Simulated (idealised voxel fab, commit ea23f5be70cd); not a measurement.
The following process module bears the name voxel released beams.
Pictured: cross-section cut, 235 nm wide, on a grid of 5 nm square cells.
For the purposes of this document, a cross-section shall be understood as a grid of square cells, specified as bands listed in top-to-bottom order, each band consisting of one or more rows of cells.
Band: top and bottom heights (nm) first, top before bottom; then materials from left to right, widths in nm. "edge to edge" marks a sole material filling the band edge to edge. "blank" denotes empty space.
All heights in this document are referenced to 0, defined as the level beneath which the wafer, as received, consists entirely of one material. The lowest band is not bounded below; it extends indefinitely downward and is written in the form "0 and below".
You'd read "30..40" like this: the band's top row of cells is as wide as the first number, its bottom row is as wide as the second, and going down, every row changes width by the same amount as the row before did.
For the purposes of this document, the phrase "remained the same" attached to a step denotes that no cell within the cross-section was modified by that step.
Entrapped voids: empty space of 8 cells or more with no open way to the top, each as width x height at its distance from the left edge, in nm
Formally, on a step line, whatever follows the settings is a remark that the simulator itself makes on the step.
For masked steps, "overlay nm" on the step line gives how far right of plan the mask actually lay; a minus sign means it lay to the left.
Listed below are the process steps as planned:
| 1 | RECEIVE, material Si |
| 2 | CONFORMAL_DEP, material Al2O3, thk nm 10 |
| 3 | DIRECTIONAL_DEP, material SiO2, thk nm 15 |
| 4 | MASKED_ETCH, tone open, mask id ANCHOR, width nm 30, etch materials SiO2, depth nm 15, overlay nm 0 |
| 5 | CONFORMAL_DEP, material polySi, thk nm 10 |
| 6 | MASKED_ETCH, tone cover, mask id BEAM, width nm 100, etch materials polySi, depth nm 10, overlay nm 0 |
| 7 | STRIP, etch materials SiO2 |
As-received wafer cross-section (after step 1):
* 0 and below: Si edge to edge
* Entrapped voids: none
End state of the module in cross-section, given the above starting point and plan and one mistake in execution:
* 35 down to 25: 65 blank  100 polySi  70 blank
* 25 down to 15: Al2O3 edge to edge
* 15 down to 0: SiO2 edge to edge
* 0 and below: Si edge to edge
* Entrapped voids: none
What was done differently from what was planned? the processing plan was not followed for steps 2 and 3, which were run with their positions exchanged
